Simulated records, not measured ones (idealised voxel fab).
The process module that follows is named voxel lift off.
FYI the section here is cut, 230 nm wide, cells are 5 nm squares.
Cross-section spec: square-cell grid; bands listed top down; each band is one or more rows.
Within each band entry, the heights of the top and of the bottom of the band appear first, in that order and in nm; the materials of the band then follow from left to right, each with its corresponding width in nm. The designation "edge to edge" on a single material indicates that it fills the band from edge to edge; the designation "blank" indicates empty space.
All heights in this document are referenced to 0, defined as the level beneath which the wafer, as received, consists entirely of one material. The lowest band is not bounded below; it extends indefinitely downward and is written in the form "0 down".
It should be noted that a width expressed as "30..40" varies in equal increments from row to row of cells within the band, taking the value of the first number at the top row and that of the second number at the bottom row.
The designation "nothing got changed", where it is given for a processing step, indicates that no cell of the cross-section was altered in the course of that step.
Listed in "Unvented internal voids": every empty space of 8 or more cells without an open way to the top. Form: width x height at distance, the distance being from the left edge, all in nm.
Note: text after step settings on the step line = simulator remark on that step.
Regarding "overlay nm": on a step with a mask, it is the distance the mask lay to the right of its planned place; a negative value places it to the left.
# These are the steps we planned for the process
step 1: RECEIVE (material Si)
step 2: CONFORMAL_DEP (material SiN; thk nm 5)
step 3: PATTERN (tone open; mask id LINES; material resist; width nm 15; pitch nm 30; thk nm 30; overlay nm 0)
step 4: DIRECTIONAL_DEP (material Ru; thk nm 15)
step 5: STRIP (etch materials resist)
step 6: CONFORMAL_DEP (material SiO2; thk nm 5)
What sets these wafers apart? The thk nm at step 6. They all start alike, and the plan carries the first wafer's value.
# Here's the first of the wafers in cross-section, just as we got it, i.e. after step 1
- 0 down  Si edge to edge
- Unvented internal voids: none
# The first of several wafers, seen in cross-section after the module's last step, step 6
- 25 to 20  blank=85 | SiO2=25 | blank=5 | SiO2=25 | blank=90
- 20 to 10  blank=85 | SiO2=5 | Ru=15 | SiO2=5 | blank=5 | SiO2=5 | Ru=15 | SiO2=5 | blank=90
- 10 to 5  SiO2=90 | Ru=15 | SiO2=15 | Ru=15 | SiO2=95
- 5 to 0  SiN edge to edge
- 0 down  Si edge to edge
- Unvented internal voids: none
# Showing the last wafer in cross-section at the end of the module
- 40 to 25  blank=70 | SiO2=85 | blank=75
- 25 to 20  SiO2 edge to edge
- 20 to 5  SiO2=90 | Ru=15 | SiO2=15 | Ru=15 | SiO2=95
- 5 to 0  SiN edge to edge
- 0 down  Si edge to edge
- Unvented internal voids: none
# Per wafer (row), end of module: delta in cells per material since receipt, (+) for gained, (-) for lost; closed voids after that
thk nm 5; +18 Ru; +46 SiN; +58 SiO2; Unvented internal voids: none
thk nm 10; +18 Ru; +46 SiN; +113 SiO2; Unvented internal voids: none
thk nm 15; +18 Ru; +46 SiN; +165 SiO2; Unvented internal voids: none
thk nm 20; +18 Ru; +46 SiN; +217 SiO2; Unvented internal voids: none
